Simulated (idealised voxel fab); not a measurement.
Module name: voxel trench capacitor (process module)
It is cross-section cut that appears here, measuring 245 nm in width, its square cells being 5 nm in size.
Reading order for cross-sections: top band down to bottom band. Underlying form: a grid of square cells. Band size: one or more rows of cells. Quick guide to a band line: top height, bottom height (nm) up front; then every material left to right with its width in nm. Only one material and it's marked "throughout"? Then it fills the band edge to edge. And "empty" just means empty space. Height reference: 0 = level under which incoming wafer is all one material. Lowest band: no bottom, runs on downward, e.g. "from 0 down". Width spec "30->40" -> top row of cells at first value, bottom row at second value, equal per-row change in between. Where the words "identical to before" appear for a step, the cross-section shows no cell changed by that step; every cell remained as before. The entry titled "Enclosed internal cavities" provides the empty spaces that have no open way to the top, restricted to those of 8 cells or more. Each is presented as width x height at distance, the distance being measured from the left edge, with all three in nm. Note: text after step settings on the step line = simulator remark on that step. The setting "overlay nm" may be written on the line of a step. When the step uses a mask, the value reports how far to the right of the planned place the mask lay, and a negative value reports that it lay to the left.

[Process steps (planned)]
1) RECEIVE: material Si
2) CONFORMAL_DEP: material SiN, thk nm 5
3) PATTERN: tone open, mask id TRENCH, material resist, width nm 25, pitch nm 50, thk nm 15, overlay nm 0
4) DIRECTIONAL_ETCH: etch materials SiN, depth nm 5
5) DIRECTIONAL_ETCH: etch materials Si, depth nm 40
6) STRIP: etch materials resist
7) CONFORMAL_DEP: material Al2O3, thk nm 5
8) CONFORMAL_DEP: material TiN, thk nm 5
9) FILL_DEP: material W, thk nm 10
10) CMP: height nm 5

[Incoming wafer, cross-sectional view, post step 1]
* from 0 down = Si throughout
* Enclosed internal cavities: none

[Result of the module, cross-sectioned: start per above, plan per above, one error in how it was run]
* from 5 to 0 = 85 SiN, then 25 Al2O3, then 25 SiN, then 25 Al2O3, then 85 SiN
* from 0 to -40 = 85 Si, then 25 Al2O3, then 25 Si, then 25 Al2O3, then 85 Si
* from -40 down = Si throughout
* Enclosed internal cavities: none
What went wrong in running the wafer? off-plan run, step 7, actual operation and settings CONFORMAL_DEP: material Al2O3, thk nm 15
